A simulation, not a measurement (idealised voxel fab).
Proc. module: voxel tone inversion
Cross-section cut: width 205 nm, square cells of 5 nm.
Square cells in a grid make up a cross-section in this document, and the grid is given as bands, listed from the top down, each one or more rows of cells. Top height, bottom height, nm. Materials left to right, width each, nm. Single material + "throughout" = fills band edge to edge. "air" = empty. We count height from 0. Below that, the starting wafer is all one material. The lowest band never ends at the bottom but goes on down; see "0..down" for how that is written. Per-row width for "30 to 40": begins at first number (top row of band), ends at second number (bottom row), increment between rows held constant. Reading "all unchanged" for a step: not a cell of the cross-section changed in it. "Voids, fully enclosed" enumerates empty spaces isolated from the top, with no open way to it, that contain at least 8 cells, giving each as width x height at distance from the left edge, all three in nm. Read whatever lies past the settings on a step's line as the simulator's own remark about the step. The line of a step may include "overlay nm". On a step with a mask, this value is how far to the right of its planned place the mask lay. A negative value means the mask lay to the left.
Planned step list for the process
| 1 | op RECEIVE | material Si |
| 2 | op CONFORMAL_DEP | material SiN | thk nm 10 |
| 3 | op DIRECTIONAL_DEP | material polySi | thk nm 15 |
| 4 | op PATTERN | tone cover | mask id POSTS | material resist | width nm 20 | pitch nm 35 | thk nm 20 | overlay nm 0 |
| 5 | op DIRECTIONAL_ETCH | etch materials polySi | depth nm 15 |
| 6 | op STRIP | etch materials resist |
| 7 | op FILL_DEP | material SiO2 | thk nm 5 |
| 8 | op CMP | height nm 25 |
| 9 | op STRIP | etch materials polySi |
| 10 | op CONFORMAL_DEP | material TiN | thk nm 5 |
| 11 | op FILL_DEP | material W | thk nm 10 |
| 12 | op CMP | height nm 25 |
| 13 | op CONFORMAL_DEP | material SiCN | thk nm 5 |
Incoming wafer, cross-sectional view, post step 1
  0..down  Si throughout
  Voids, fully enclosed: none
Run as planned - first of the two wafers cross-sectioned at the end of the module
  30..25  SiCN throughout
  25..15  SiO2: 40  TiN: 5  W: 10  TiN: 5  SiO2: 15  TiN: 5  W: 10  TiN: 5  SiO2: 15  TiN: 5  W: 10  TiN: 5  SiO2: 15  TiN: 5  W: 10  TiN: 5  SiO2: 40
  15..10  SiO2: 40  TiN: 20  SiO2: 15  TiN: 20  SiO2: 15  TiN: 20  SiO2: 15  TiN: 20  SiO2: 40
  10..0  SiN throughout
  0..down  Si throughout
  Voids, fully enclosed: none
Wafer two, sectioned after the module: the first wafer's start, the first wafer's plan, and one mistake in how it was run
  30..25  SiCN throughout
  25..15  W: 35  TiN: 5  SiO2: 20  TiN: 5  W: 5  TiN: 5  SiO2: 20  TiN: 5  W: 5  TiN: 5  SiO2: 20  TiN: 5  W: 5  TiN: 5  SiO2: 20  TiN: 5  W: 35
  15..10  TiN: 40  SiO2: 20  TiN: 15  SiO2: 20  TiN: 15  SiO2: 20  TiN: 15  SiO2: 20  TiN: 40
  10..0  SiN throughout
  0..down  Si throughout
  Voids, fully enclosed: none
Where did the run depart from the plan? contrary to plan, step 4 was performed as op PATTERN | tone open | mask id POSTS | material resist | width nm 20 | pitch nm 35 | thk nm 20 | overlay nm 0
Once processing is complete, comparing cell counts shows that the second wafer has more or fewer of certain materials than the first: 27 fewer of SiO2 | 9 more of TiN | 18 more of W
